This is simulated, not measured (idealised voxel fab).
Title: Process Module voxel transistor to metal
Pictured: cross-section cut, 215 nm wide, on a grid of 5 nm square cells.
Bands, listed from the top down, are how a cross-section gets written in this document; the cross-section itself is a grid of square cells, and a band is one or more rows of them.
First you get the band's top height and its bottom height, in nm, and then the materials it's made of, left to right, with each width in nm. If you see a single material with "throughout", that one covers the band edge to edge. "blank" is empty space.
Heads up on the height convention: 0 is the point under which the incoming wafer is all one material, and the lowest band has no bottom, it just keeps going down, like "0 nm and below".
A width such as "30 to 40" changes by the same amount from each row of cells to the next, from the band's top row to its bottom row.
You'll sometimes find "nothing different" written for a step, and that's the way of saying that nowhere in the cross-section did a cell change during that step.
Voids not open to the top, 8 cells minimum: see "Enclosed void catalog". Written width x height at distance; distance is from the left edge; nm.
Formally, on a step line, whatever follows the settings is a remark that the simulator itself makes on the step.
The setting "overlay nm" may be written on the line of a step. When the step uses a mask, the value reports how far to the right of the planned place the mask lay, and a negative value reports that it lay to the left.
These are the steps we planned for the process
1,op RECEIVE | material Si
2,op OXIDIZE | depth nm 5
3,op CONFORMAL_DEP | material SiN | thk nm 15
4,op PATTERN | tone cover | mask id ACTIVE | material resist | width nm 100 | thk nm 20 | overlay nm 0
5,op DIRECTIONAL_ETCH | etch materials SiN | depth nm 15
6,op DIRECTIONAL_ETCH | etch materials SiO2 | depth nm 5
7,op DIRECTIONAL_ETCH | etch materials Si | depth nm 20
8,op STRIP | etch materials resist
9,op FILL_DEP | material SiO2 | thk nm 15
10,op CMP | height nm 15
11,op SELECTIVE_ETCH | etch materials SiO2 | depth nm 10
12,op STRIP | etch materials SiN
13,op SELECTIVE_ETCH | etch materials SiO2 | depth nm 5
14,op OXIDIZE | depth nm 5
15,op DIRECTIONAL_DEP | material polySi | thk nm 20
16,op DIRECTIONAL_DEP | material SiCN | thk nm 10
17,op PATTERN | tone cover | mask id GATE | material resist | width nm 20 | thk nm 15 | overlay nm 0
18,op DIRECTIONAL_ETCH | etch materials SiCN | depth nm 20
19,op DIRECTIONAL_ETCH | etch materials polySi | depth nm 30
20,op STRIP | etch materials resist
21,op CONFORMAL_DEP | material SiN | thk nm 5
22,op DIRECTIONAL_ETCH | etch materials SiN | depth nm 5
23,op DIRECTIONAL_ETCH | etch materials SiO2 | depth nm 5
24,op DIRECTIONAL_ETCH | etch materials Si | depth nm 5
25,op EPI | material SiGe | thk nm 5
26,op FILL_DEP | material SiO2 | thk nm 10
27,op CMP | height nm 25
28,op DIRECTIONAL_DEP | material SiO2 | thk nm 15
29,op PATTERN | tone open | mask id CONTACT | material resist | width nm 30 | pitch nm 60 | thk nm 20 | overlay nm 0
30,op DIRECTIONAL_ETCH | etch materials SiO2 | depth nm 50
31,op STRIP | etch materials resist
32,op CONFORMAL_DEP | material TiN | thk nm 5
33,op FILL_DEP | material W | thk nm 5
34,op CMP | height nm 40
35,op DIRECTIONAL_DEP | material TiN | thk nm 5
36,op DIRECTIONAL_DEP | material Ru | thk nm 20
37,op PATTERN | tone cover | mask id METAL_1 | material resist | width nm 15 | pitch nm 75 | thk nm 15 | overlay nm 0
38,op DIRECTIONAL_ETCH | etch materials Ru | depth nm 20
39,op DIRECTIONAL_ETCH | etch materials TiN | depth nm 5
40,op STRIP | etch materials resist
41,op FILL_DEP | material lowk | thk nm 10
42,op CMP | height nm 65
43,op CONFORMAL_DEP | material SiN | thk nm 5
Cross-sectional view of the wafer in its as-received condition, corresponding to the state after step 1
> 0 nm and below | Si throughout
> Enclosed void catalog: none
The plan above was carried out on the starting structure above with one mistake, and this cross-section shows the wafer at the end of the module
> 70 nm to 65 nm | SiN throughout
> 65 nm to 45 nm | lowk (60)  Ru (15)  lowk (60)  Ru (15)  lowk (65)
> 45 nm to 40 nm | lowk (60)  TiN (15)  lowk (60)  TiN (15)  lowk (65)
> 40 nm to 25 nm | SiO2 (60)  TiN (5)  W (20)  TiN (5)  SiO2 (30)  TiN (5)  W (20)  TiN (5)  SiO2 (65)
> 25 nm to 15 nm | SiO2 (60)  TiN (5)  W (20)  TiN (5)  SiN (5)  SiCN (20)  SiN (5)  TiN (5)  W (20)  TiN (5)  SiO2 (65)
> 15 nm to 0 nm | SiO2 (60)  TiN (5)  W (20)  TiN (5)  SiN (5)  polySi (20)  SiN (5)  TiN (5)  W (20)  TiN (5)  SiO2 (65)
> 0 nm to -5 nm | SiO2 (50)  SiN (5)  SiO2 (5)  TiN (5)  W (15)  TiN (10)  SiN (5)  polySi (20)  SiN (5)  TiN (10)  W (15)  TiN (5)  SiO2 (5)  SiN (5)  SiO2 (55)
> -5 nm to -10 nm | SiO2 (60)  TiN (25)  SiGe (5)  SiO2 (30)  SiGe (5)  TiN (25)  SiO2 (65)
> -10 nm to -15 nm | SiO2 (55)  SiGe (35)  Si (30)  SiGe (35)  SiO2 (60)
> -15 nm to -45 nm | SiO2 (55)  Si (100)  SiO2 (60)
> -45 nm and below | Si throughout
> Enclosed void catalog: none
Finding, execution versus plan: heads up, step 7 of the plan got done twice
